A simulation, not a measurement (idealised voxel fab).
Module name: voxel ribs on slabs (process module)
cross-section cut | 300 nm wide | cells 5 nm
Notation: cross-section as square-cell grid; stated in bands, top first, going down; one or more cell rows per band.
The entry gives the band's vertical extent as a top height and a bottom height in nm, then its horizontal make-up as materials from left to right, each with a width in nm. "air" stands for empty space; a single material marked "edge to edge" fills the band edge to edge.
Zero point of the height axis is 0; under it, received wafer = one material. Lowest band: continues down indefinitely, "top 0, no bottom".
Graded width ("30->40"): value in top row of band = first number; value in bottom row = second number; row-to-row change constant.
Step note "remains unaltered" = no cross-section cell changed.
In "Listed closed voids" the enclosed voids are listed, meaning empty spaces of 8 cells or larger without any opening to the top. The form is width x height at distance, distance from the left edge, units nm.
Formally, on a step line, whatever follows the settings is a remark that the simulator itself makes on the step.
overlay nm: for a step with a mask, the amount by which the mask lay right of where it was planned; a negative amount means left of it.
## Planned step list for the process
- 1: RECEIVE: material Si
- 2: DIRECTIONAL_DEP: material SiO2, thk nm 30
- 3: DIRECTIONAL_DEP: material SiN, thk nm 25
- 4: MASKED_ETCH: tone cover, mask id RIB, width nm 20, etch materials SiN, depth nm 20, overlay nm 0
- 5: MASKED_ETCH: tone cover, mask id SLAB, width nm 60, etch materials SiN, depth nm 5, overlay nm 0
- 6: FILL_DEP: material SiO2, thk nm 25
- 7: CMP: height nm 65
- 8: DIRECTIONAL_DEP: material W, thk nm 5
- 9: MASKED_ETCH: tone cover, mask id HEATER, width nm 30, etch materials W, depth nm 5, overlay nm 0
- 10: CONFORMAL_DEP: material SiO2, thk nm 5
All wafers enter the flow in the same state. The height nm at step 7 differs from wafer to wafer, and the plan gives the value for the first wafer.
## Here's the first of the wafers in cross-section, just as we got it, i.e. after step 1
* top 0, no bottom  Si edge to edge
* Listed closed voids: none
## Tabulated below, wafer by wafer, are the end-of-module results: for each material, the number of cells gained (+) or lost (-) relative to the as-received state, followed by the closed voids
height nm 65; +28 SiN; +814 SiO2; +6 W; Listed closed voids: none
height nm 70; +28 SiN; +874 SiO2; +6 W; Listed closed voids: none
height nm 75; +28 SiN; +934 SiO2; +6 W; Listed closed voids: none
height nm 80; +28 SiN; +994 SiO2; +6 W; Listed closed voids: none
